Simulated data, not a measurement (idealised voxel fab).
The process module presented herein is designated voxel ribs on slabs.
Cross-section cut spans 160 nm and uses square cells 5 nm in size.
Just so we're on the same page, the cross-sections are grids of square cells, and they're listed out in bands top to bottom, each band one or more rows deep. Heights first: top, then bottom, in nm. Then materials, left to right, each with a width in nm. "everywhere" on a single material: fills the band edge to edge. "air": empty space. Heads up on the height convention: 0 is the point under which the incoming wafer is all one material, and the lowest band has no bottom, it just keeps going down, like "top 0, no bottom". A width given as "30 to 40" starts at the first number in the band's top row and ends at the second number in its bottom row, shifting by an equal amount at every step from row to row. "remains unaltered" (step): cross-section cells unchanged, all of them. The list in "Unvented internal voids" covers empty spaces of 8 cells or more that cannot reach the top through any open way, and it gives each as width x height at distance; the distance is from the left edge, and width, height and distance are in nm. Where a step's line continues beyond its settings, the continuation is a remark by the simulator itself on that step. The line of a step may include "overlay nm". On a step with a mask, this value is how far to the right of its planned place the mask lay. A negative value means the mask lay to the left.

[Process steps (planned)]
1 RECEIVE,material Si
2 DIRECTIONAL_DEP,material SiO2,thk nm 20
3 DIRECTIONAL_DEP,material SiN,thk nm 20
4 MASKED_ETCH,tone cover,mask id RIB,width nm 25,etch materials SiN,depth nm 10,overlay nm 0
5 PATTERN,tone cover,mask id SLAB,material resist,width nm 65,thk nm 20,overlay nm 0
6 DIRECTIONAL_ETCH,etch materials SiN,depth nm 10
7 STRIP,etch materials resist
8 FILL_DEP,material SiO2,thk nm 20
9 CMP,height nm 50
10 DIRECTIONAL_DEP,material TiN,thk nm 10
11 MASKED_ETCH,tone cover,mask id HEATER,width nm 35,etch materials TiN,depth nm 10,overlay nm 0
12 CONFORMAL_DEP,material SiN,thk nm 5

[Cross-sectional view of the wafer in its as-received condition, corresponding to the state after step 1]
* top 0, no bottom = Si everywhere
* Unvented internal voids: none

[Wafer cross-section at end of module: start and plan as shown above, one execution error]
* top 65, bottom 60 = air 55 nm | SiN 45 nm | air 60 nm
* top 60, bottom 55 = air 55 nm | SiN 5 nm | TiN 35 nm | SiN 5 nm | air 60 nm
* top 55, bottom 50 = SiN 60 nm | TiN 35 nm | SiN 65 nm
* top 50, bottom 40 = SiO2 everywhere
* top 40, bottom 30 = SiO2 45 nm | SiN 20 nm | SiO2 25 nm | SiN 20 nm | SiO2 50 nm
* top 30, bottom 20 = SiN everywhere
* top 20, bottom 0 = SiO2 everywhere
* top 0, no bottom = Si everywhere
* Unvented internal voids: none
Misprocessing identified: step 4 off recipe, ran as MASKED_ETCH,tone open,mask id RIB,width nm 25,etch materials SiN,depth nm 10,overlay nm 0
